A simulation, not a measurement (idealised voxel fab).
A process module follows: voxel quadruple lines.
For reference, the cross-section in this document is cut, with width 270 nm and square cells of 5 nm.
In what follows, cross-sections appear as grids of square cells, described through bands that run from the top down, where every band is one or more rows of cells.
Basically the band line says how high the top is and how high the bottom is, in nm, and then what's in it from left to right, every material with its width in nm. Empty space shows up as "empty", and if a single material carries "all across" it runs the full band edge to edge.
Height datum 0, below which the as-received substrate wafer is one material. Lowest band open at the bottom, running downward: "from 0 down".
Read "30 to 40" as a graded width: first number on top, second number at the bottom, same change between each pair of neighbouring rows.
"left unchanged" for a step: no cell of the cross-section changed in that step.
So "Sealed internal voids" is basically the list of trapped voids: any empty space of 8 cells or more that can't reach the top through an opening. They're written width x height at distance, the distance being from the left edge, and it's all nm.
If you see something after the settings on a step's line, that's the simulator's own remark about that step.
overlay nm, on a step with a mask: how far to the right of its planned place the mask lay; to the left if negative

## The following list gives the planned process steps
1. RECEIVE [material Si]
2. CONFORMAL_DEP [material SiO2] [thk nm 10]
3. DIRECTIONAL_DEP [material TiN] [thk nm 10]
4. DIRECTIONAL_DEP [material polySi] [thk nm 15]
5. DIRECTIONAL_DEP [material aC] [thk nm 20]
6. PATTERN [tone cover] [mask id MANDREL] [material resist] [width nm 35] [thk nm 30] [overlay nm 0]
7. DIRECTIONAL_ETCH [etch materials aC] [depth nm 20]
8. STRIP [etch materials resist]
9. CONFORMAL_DEP [material SiO2] [thk nm 15]
10. DIRECTIONAL_ETCH [etch materials SiO2] [depth nm 15]
11. STRIP [etch materials aC]
12. DIRECTIONAL_ETCH [etch materials polySi] [depth nm 15]
13. STRIP [etch materials SiO2]
14. CONFORMAL_DEP [material SiN] [thk nm 10]
15. DIRECTIONAL_ETCH [etch materials SiN] [depth nm 10]
16. STRIP [etch materials polySi]
17. DIRECTIONAL_ETCH [etch materials TiN] [depth nm 10]
18. STRIP [etch materials SiN]
19. FILL_DEP [material SiO2] [thk nm 5]
20. CMP [height nm 20]

## Step 1 complete: cross-section of the wafer as received
- from 0 down | Si all across
- Sealed internal voids: none

## Sectioned view, first of two wafers, at the close of the module, processed as intended in the plan
- from 20 to 10 | 90 SiO2, then 10 TiN, then 15 SiO2, then 10 TiN, then 15 SiO2, then 10 TiN, then 15 SiO2, then 10 TiN, then 95 SiO2
- from 10 to 0 | SiO2 all across
- from 0 down | Si all across
- Sealed internal voids: none

## Now the second wafer, cross-sectioned at the end of the module. Nothing different at the start, nothing different in the plan compared with the first, just one mistake when it was actually run
- from 20 to 10 | 105 SiO2, then 10 TiN, then 15 SiO2, then 5 TiN, then 15 SiO2, then 10 TiN, then 110 SiO2
- from 10 to 0 | SiO2 all across
- from 0 down | Si all across
- Sealed internal voids: none
Against the plan, the run slipped here: so step 6 ended up running with a different setting than we planned, it ran as PATTERN [tone open] [mask id MANDREL] [material resist] [width nm 35] [thk nm 30] [overlay nm 0]
The second wafer ends with more or fewer cells of some materials than the first, per final count: SiO2 +6; TiN -6
